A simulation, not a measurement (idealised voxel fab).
voxel local oxidation: a process module
Section cut is 185 nm wide and gridded with 5 nm square cells.
In this document a cross-section is written as a grid of square cells. It is given as a series of bands, listed from the top down, and a band is one or more rows of cells.
It is stipulated that each band's entry specify, in nanometres, the height of the top of the band and then that of its bottom, followed by the materials of the band in left-to-right sequence, each together with its width in nanometres. A single material marked by the word "throughout" is understood to fill the band from edge to edge; the word "blank" is understood to denote empty space.
For the purposes of this specification, 0 denotes the height below which the wafer in its as-received condition is composed wholly of one material, and the lowermost band, lacking a lower limit, extends downward without end, as expressed in "0 and below".
Quick explanation for "30->40": the width changes in equal steps down the rows of cells, from the first number in the band's top row to the second number in its bottom row.
"remained unchanged", as given for a step, is the statement that not any cell of the cross-section underwent a change during that step.
Any empty space of 8 cells or more lacking an open way to the top shows up in "Closed cavities" as width x height at distance, distance from the left edge, in nm.
Step line, after settings: the simulator's comment on this step.
overlay nm: on a step with a mask, how far right of its planned place the mask lay; negative means left.
Guide to the pairs. Each holds a before and an after cross-section around one process step; the after cross-section is cut off at the lowest band that changed. Look under the pair for the step between them and its settings. Pairs can come from different runs of this module on the same starting wafer, so a pair follows on from the one above it only where its entry headed "Ahead of processing" says it does.
**Ahead of processing**
* 0 and below  Si throughout
* Closed cavities: none
**Sectional View, Post-Process**
* 5 down to 0  SiO2 throughout
* Lower than 0, everything is as it was.
* Closed cavities: none
To go from the before cross-section above to the after cross-section, apply CONFORMAL_DEP with material SiO2, thk nm 5
Ahead of processing: check the pair just above; its after cross-section is our before state.
**Sectional View, Post-Process**
* 15 down to 5  SiN throughout
* Lower than 5, everything is as it was.
* Closed cavities: none
To go from the before cross-section above to the after cross-section, apply CONFORMAL_DEP with material SiN, thk nm 10
Ahead of processing: check the pair just above; its after cross-section is our before state.
**Sectional View, Post-Process**
* 15 down to 5  blank 45 | SiN 90 | blank 50
* Lower than 5, everything is as it was.
* Closed cavities: none
To go from the before cross-section above to the after cross-section, apply MASKED_ETCH with tone cover, mask id ACTIVE, width nm 90, etch materials SiN, depth nm 10, overlay nm 0
Ahead of processing: check the pair just above; its after cross-section is our before state.
**Sectional View, Post-Process**
* 15 down to 5  blank 45 | SiN 90 | blank 50
* 5 down to 0  blank 50 | SiO2 80 | blank 55
* Lower than 0, everything is as it was.
* Closed cavities: none
To go from the before cross-section above to the after cross-section, apply SELECTIVE_ETCH with etch materials SiO2, depth nm 5
Ahead of processing: check the pair just above; its after cross-section is our before state.
**Sectional View, Post-Process**
* 15 down to 5  blank 45 | SiN 90 | blank 50
* 5 down to 0  blank 50 | SiO2 80 | blank 55
* 0 down to -10  SiO2 60 | Si 60 | SiO2 65
* Lower than -10, everything is as it was.
* Closed cavities: none
To go from the before cross-section above to the after cross-section, apply OXIDIZE with depth nm 10
Ahead of processing: check the pair just above; its after cross-section is our before state.
**Sectional View, Post-Process**
* 5 down to 0  blank 50 | SiO2 80 | blank 55
* Lower than 0, everything is as it was.
* Closed cavities: none
To go from the before cross-section above to the after cross-section, apply STRIP with etch materials SiN
**Ahead of processing**
* 0 and below  Si throughout
* Closed cavities: none
**Sectional View, Post-Process**
* 10 down to 0  SiN throughout
* Lower than 0, everything is as it was.
* Closed cavities: none
To go from the before cross-section above to the after cross-section, apply CONFORMAL_DEP with material SiN, thk nm 10
Ahead of processing: check the pair just above; its after cross-section is our before state.
**Sectional View, Post-Process**
* 10 down to 0  blank 45 | SiN 90 | blank 50
* Lower than 0, everything is as it was.
* Closed cavities: none
To go from the before cross-section above to the after cross-section, apply MASKED_ETCH with tone cover, mask id ACTIVE, width nm 90, etch materials SiN, depth nm 10, overlay nm 0
Ahead of processing: check the pair just above; its after cross-section is our before state.
**Sectional View, Post-Process**
* 10 down to 0  blank 45 | SiN 90 | blank 50
* 0 down to -10  SiO2 55 | Si 70 | SiO2 60
* Lower than -10, everything is as it was.
* Closed cavities: none
To go from the before cross-section above to the after cross-section, apply OXIDIZE with depth nm 10
Ahead of processing: check the pair just above; its after cross-section is our before state.
**Sectional View, Post-Process**
* 0 down to -10  SiO2 55 | Si 70 | SiO2 60
* Lower than -10, everything is as it was.
* Closed cavities: none
To go from the before cross-section above to the after cross-section, apply STRIP with etch materials SiN
**Ahead of processing**
* 15 down to 5  blank 45 | SiN 90 | blank 50
* 5 down to 0  blank 50 | SiO2 80 | blank 55
* 0 and below  Si throughout
* Closed cavities: none
**Sectional View, Post-Process**
* 5 down to 0  blank 50 | SiO2 80 | blank 55
* Lower than 0, everything is as it was.
* Closed cavities: none
To go from the before cross-section above to the after cross-section, apply STRIP with etch materials SiN
Ahead of processing: check the pair just above; its after cross-section is our before state.
**Sectional View, Post-Process**
* 5 down to 0  blank 50 | SiO2 80 | blank 55
* 0 down to -10  SiO2 60 | Si 60 | SiO2 65
* Lower than -10, everything is as it was.
* Closed cavities: none
To go from the before cross-section above to the after cross-section, apply OXIDIZE with depth nm 10
**Ahead of processing**
* 15 down to 5  blank 45 | SiN 90 | blank 50
* 5 down to 0  SiO2 throughout
* 0 and below  Si throughout
* Closed cavities: none
**Sectional View, Post-Process**
* 15 down to 5  blank 45 | SiN 90 | blank 50
* 5 down to 0  blank 60 | SiO2 60 | blank 65
* Lower than 0, everything is as it was.
* Closed cavities: none
To go from the before cross-section above to the after cross-section, apply SELECTIVE_ETCH with etch materials SiO2, depth nm 15
Ahead of processing: check the pair just above; its after cross-section is our before state.
**Sectional View, Post-Process**
* 15 down to 5  blank 45 | SiN 90 | blank 50
* 5 down to 0  blank 60 | SiO2 60 | blank 65
* 0 down to -10  SiO2 70 | Si 40 | SiO2 75
* Lower than -10, everything is as it was.
* Closed cavities: none
To go from the before cross-section above to the after cross-section, apply OXIDIZE with depth nm 10
Ahead of processing: check the pair just above; its after cross-section is our before state.
**Sectional View, Post-Process**
* 5 down to 0  blank 60 | SiO2 60 | blank 65
* Lower than 0, everything is as it was.
* Closed cavities: none
To go from the before cross-section above to the after cross-section, apply STRIP with etch materials SiN
**Ahead of processing**
* 15 down to 5  SiN throughout
* 5 down to 0  SiO2 throughout
* 0 and below  Si throughout
* Closed cavities: none
**Sectional View, Post-Process**
* 15 down to 5  blank 40 | SiN 100 | blank 45
* Lower than 5, everything is as it was.
* Closed cavities: none
To go from the before cross-section above to the after cross-section, apply MASKED_ETCH with tone cover, mask id ACTIVE, width nm 100, etch materials SiN, depth nm 10, overlay nm 0
Ahead of processing: check the pair just above; its after cross-section is our before state.
**Sectional View, Post-Process**
* 15 down to 5  blank 40 | SiN 100 | blank 45
* 5 down to 0  blank 45 | SiO2 90 | blank 50
* Lower than 0, everything is as it was.
* Closed cavities: none
To go from the before cross-section above to the after cross-section, apply SELECTIVE_ETCH with etch materials SiO2, depth nm 5
Ahead of processing: check the pair just above; its after cross-section is our before state.
**Sectional View, Post-Process**
* 15 down to 5  blank 40 | SiN 100 | blank 45
* 5 down to 0  blank 45 | SiO2 90 | blank 50
* 0 down to -10  SiO2 55 | Si 70 | SiO2 60
* Lower than -10, everything is as it was.
* Closed cavities: none
To go from the before cross-section above to the after cross-section, apply OXIDIZE with depth nm 10
Ahead of processing: check the pair just above; its after cross-section is our before state.
**Sectional View, Post-Process**
* 5 down to 0  blank 45 | SiO2 90 | blank 50
* Lower than 0, everything is as it was.
* Closed cavities: none
To go from the before cross-section above to the after cross-section, apply STRIP with etch materials SiN
**Ahead of processing**
* 15 down to 5  SiN throughout
* 5 down to 0  SiO2 throughout
* 0 and below  Si throughout
* Closed cavities: none
**Sectional View, Post-Process**
* 15 down to 5  blank 55 | SiN 90 | blank 40
* Lower than 5, everything is as it was.
* Closed cavities: none
To go from the before cross-section above to the after cross-section, apply MASKED_ETCH with tone cover, mask id ACTIVE, width nm 90, etch materials SiN, depth nm 10, overlay nm 10
Ahead of processing: check the pair just above; its after cross-section is our before state.
**Sectional View, Post-Process**
* 15 down to 5  blank 55 | SiN 90 | blank 40
* 5 down to 0  blank 60 | SiO2 80 | blank 45
* Lower than 0, everything is as it was.
* Closed cavities: none
To go from the before cross-section above to the after cross-section, apply SELECTIVE_ETCH with etch materials SiO2, depth nm 5
Ahead of processing: check the pair just above; its after cross-section is our before state.
**Sectional View, Post-Process**
* 15 down to 5  blank 55 | SiN 90 | blank 40
* 5 down to 0  blank 60 | SiO2 80 | blank 45
* 0 down to -10  SiO2 70 | Si 60 | SiO2 55
* Lower than -10, everything is as it was.
* Closed cavities: none
To go from the before cross-section above to the after cross-section, apply OXIDIZE with depth nm 10
Ahead of processing: check the pair just above; its after cross-section is our before state.
**Sectional View, Post-Process**
* 5 down to 0  blank 60 | SiO2 80 | blank 45
* Lower than 0, everything is as it was.
* Closed cavities: none
To go from the before cross-section above to the after cross-section, apply STRIP with etch materials SiN
**Ahead of processing**
* 15 down to 5  blank 45 | SiN 90 | blank 50
* 5 down to 0  blank 50 | SiO2 80 | blank 55
* 0 down to -10  SiO2 60 | Si 60 | SiO2 65
* -10 and below  Si throughout
* Closed cavities: none
**Sectional View, Post-Process**
* 0 down to -10  blank 60 | Si 60 | blank 65
* Lower than -10, everything is as it was.
* Closed cavities: none
To go from the before cross-section above to the after cross-section, apply STRIP with etch materials SiO2
**Ahead of processing**
* 15 down to 5  SiN throughout
* 5 down to 0  SiO2 throughout
* 0 and below  Si throughout
* Closed cavities: none
**Sectional View, Post-Process**
* 15 down to 5  SiN 45 | blank 90 | SiN 50
* Lower than 5, everything is as it was.
* Closed cavities: none
To go from the before cross-section above to the after cross-section, apply MASKED_ETCH with tone open, mask id ACTIVE, width nm 90, etch materials SiN, depth nm 10, overlay nm 0
Ahead of processing: check the pair just above; its after cross-section is our before state.
**Sectional View, Post-Process**
* 15 down to 5  SiN 45 | blank 90 | SiN 50
* 5 down to 0  SiO2 40 | blank 100 | SiO2 45
* Lower than 0, everything is as it was.
* Closed cavities: none
To go from the before cross-section above to the after cross-section, apply SELECTIVE_ETCH with etch materials SiO2, depth nm 5
Ahead of processing: check the pair just above; its after cross-section is our before state.
**Sectional View, Post-Process**
* 15 down to 5  SiN 45 | blank 90 | SiN 50
* 5 down to 0  SiO2 40 | blank 100 | SiO2 45
* 0 down to -10  Si 30 | SiO2 120 | Si 35
* Lower than -10, everything is as it was.
* Closed cavities: none
To go from the before cross-section above to the after cross-section, apply OXIDIZE with depth nm 10
Ahead of processing: check the pair just above; its after cross-section is our before state.
**Sectional View, Post-Process**
* 5 down to 0  SiO2 40 | blank 100 | SiO2 45
* Lower than 0, everything is as it was.
* Closed cavities: none
To go from the before cross-section above to the after cross-section, apply STRIP with etch materials SiN
